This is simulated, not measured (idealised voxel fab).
Herein follows the process module entitled voxel trench capacitor.
FYI the section here is cut, 165 nm wide, cells are 5 nm squares.
Square cells in a grid make up a cross-section in this document, and the grid is given as bands, listed from the top down, each one or more rows of cells. This entry defines a band. It first specifies the height of the band's top and the height of its bottom in nm, and then specifies the band's materials from left to right, stating each material with its width in nm. The word "full width" identifies a single material that fills the band from edge to edge, while the word "blank" identifies empty space. Height 0 is the level under which the wafer as received is all one material. The lowest band goes on downwards, as in "0 down". Top row gets the first number, bottom row gets the second, and each row in between changes by the same step: that is how a band width like "30->40" works. Step note "identical to before" = no cross-section cell changed. "Entrapped void list" contains a list of empty spaces, each no smaller than 8 cells and without an open way to the top, written in the form width x height at distance with the distance from the left edge and all three in nm. Past the settings on a step's line: simulator remark, on that step. A step line may carry the setting "overlay nm", which, for steps involving a mask, states the distance by which the mask lay to the right of its intended position; negative values denote displacement to the left.

# So here's the lineup of process steps we planned
1) RECEIVE | material Si
2) CONFORMAL_DEP | material SiN | thk nm 10
3) MASKED_ETCH | tone open | mask id TRENCH | width nm 30 | pitch nm 60 | etch materials SiN | depth nm 10 | overlay nm 0
4) MASKED_ETCH | tone open | mask id TRENCH | width nm 30 | pitch nm 60 | etch materials Si | depth nm 35 | overlay nm 0
5) CONFORMAL_DEP | material Al2O3 | thk nm 5
6) CONFORMAL_DEP | material TiN | thk nm 5
7) FILL_DEP | material W | thk nm 10
8) CMP | height nm 10
The wafers in this document start out alike and differ in the thk nm applied at step 5; the plan shows the value used for the first wafer.

# Cross-section: the first of several wafers in its as-received state, i.e. following step 1
    0 down: Si full width
    Entrapped void list: none

# Each row below is a wafer at the end of the module, listing for every material the number of cells it has gained (+) or lost (-) since it was received, followed by its closed voids
thk nm 5, +44 Al2O3, -84 Si, +42 SiN, +36 TiN, +28 W, Entrapped void list: none
thk nm 10, +80 Al2O3, -84 Si, +42 SiN, +28 TiN, Entrapped void list: none
thk nm 15, +108 Al2O3, -84 Si, +42 SiN, Entrapped void list: none
thk nm 20, +108 Al2O3, -84 Si, +42 SiN, Entrapped void list: none
